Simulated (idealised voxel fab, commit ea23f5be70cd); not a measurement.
Proc. module: voxel air gaps
Section cut is 295 nm wide and gridded with 5 nm square cells.
How to read a cross-section here: the picture is a grid of square cells, written as bands going from the top down, and any band can span one or more rows of cells.
Top height, bottom height, nm. Materials left to right, width each, nm. Single material + "edge to edge" = fills band edge to edge. "air" = empty.
Below 0: as-received wafer, all one material; heights counted from there. Lowest band: no bottom, goes on down, written "top 0, no bottom".
So if you see something like "30..40" for the width, read it as the top row of the band sitting at the first number and the bottom row at the second, with every row in between moving by the same amount as the last.
Any step labelled "remains unaltered" changed none of the cells in the cross-section.
This entry, "Closed void catalog", enumerates those empty regions of no fewer than 8 cells that possess no open connection to the top. Each region is reported in the form width x height at distance, the distance being taken from the left edge, with all three quantities expressed in nm.
after a step's settings: what the simulator itself notes on the step
You can add "overlay nm" to a step's line. For a step with a mask, it describes how far the mask lay to the right of its planned position, and a negative number describes a lay to the left.
[The steps planned for the process are as follows]
1,RECEIVE | material Si
2,CONFORMAL_DEP | material SiO2 | thk nm 10
3,CONFORMAL_DEP | material SiCN | thk nm 5
4,DIRECTIONAL_DEP | material SiO2 | thk nm 40
5,DIRECTIONAL_DEP | material aC | thk nm 15
6,PATTERN | tone open | mask id LINES | material resist | width nm 25 | pitch nm 50 | thk nm 30 | overlay nm 0
7,DIRECTIONAL_ETCH | etch materials aC | depth nm 15
8,STRIP | etch materials resist
9,DIRECTIONAL_ETCH | etch materials SiO2 | depth nm 40
10,STRIP | etch materials aC
11,CONFORMAL_DEP | material TiN | thk nm 5
12,FILL_DEP | material Cu | thk nm 10
13,CMP | height nm 55
14,EPI | material Ru | thk nm 10
15,SELECTIVE_ETCH | etch materials SiO2 | depth nm 50
16,CONFORMAL_DEP | material SiCN | thk nm 5
[Cross-section of the incoming wafer, state after step 1]
* top 0, no bottom  Si edge to edge
* Closed void catalog: none
[Run as planned - first of the two wafers cross-sectioned at the end of the module]
* top 70, bottom 65  45 of air  205 of SiCN  45 of air
* top 65, bottom 55  45 of air  5 of SiCN  45 of Ru  5 of SiCN  45 of Ru  5 of SiCN  45 of Ru  5 of SiCN  45 of Ru  5 of SiCN  45 of air
* top 55, bottom 50  45 of air  15 of SiCN  5 of TiN  15 of Cu  5 of TiN  25 of SiCN  5 of TiN  15 of Cu  5 of TiN  25 of SiCN  5 of TiN  15 of Cu  5 of TiN  25 of SiCN  5 of TiN  15 of Cu  5 of TiN  15 of SiCN  45 of air
* top 50, bottom 20  55 of air  5 of SiCN  5 of TiN  15 of Cu  5 of TiN  5 of SiCN  15 of air  5 of SiCN  5 of TiN  15 of Cu  5 of TiN  5 of SiCN  15 of air  5 of SiCN  5 of TiN  15 of Cu  5 of TiN  5 of SiCN  15 of air  5 of SiCN  5 of TiN  15 of Cu  5 of TiN  5 of SiCN  55 of air
* top 20, bottom 15  60 of SiCN  25 of TiN  25 of SiCN  25 of TiN  25 of SiCN  25 of TiN  25 of SiCN  25 of TiN  60 of SiCN
* top 15, bottom 10  SiCN edge to edge
* top 10, bottom 0  SiO2 edge to edge
* top 0, no bottom  Si edge to edge
* Closed void catalog: 15 x 30 at 90; 15 x 30 at 140; 15 x 30 at 190
[So this is wafer number two of the two, cut at the end of the module - it started where the first did and had the same plan, we just got one thing wrong running it]
* top 65, bottom 55  50 of air  45 of Ru  5 of air  45 of Ru  5 of air  45 of Ru  5 of air  45 of Ru  50 of air
* top 55, bottom 20  60 of air  5 of TiN  15 of Cu  5 of TiN  25 of air  5 of TiN  15 of Cu  5 of TiN  25 of air  5 of TiN  15 of Cu  5 of TiN  25 of air  5 of TiN  15 of Cu  5 of TiN  60 of air
* top 20, bottom 15  60 of air  25 of TiN  25 of air  25 of TiN  25 of air  25 of TiN  25 of air  25 of TiN  60 of air
* top 15, bottom 10  SiCN edge to edge
* top 10, bottom 0  SiO2 edge to edge
* top 0, no bottom  Si edge to edge
* Closed void catalog: none
Error vs. plan: step 16 of the plan was bypassed and not carried out
Final comparison by cell count, materials where the second wafer has more or fewer than the first: SiCN: 159 fewer
Final count of closed voids per wafer: 3 in the first, 0 in the second.
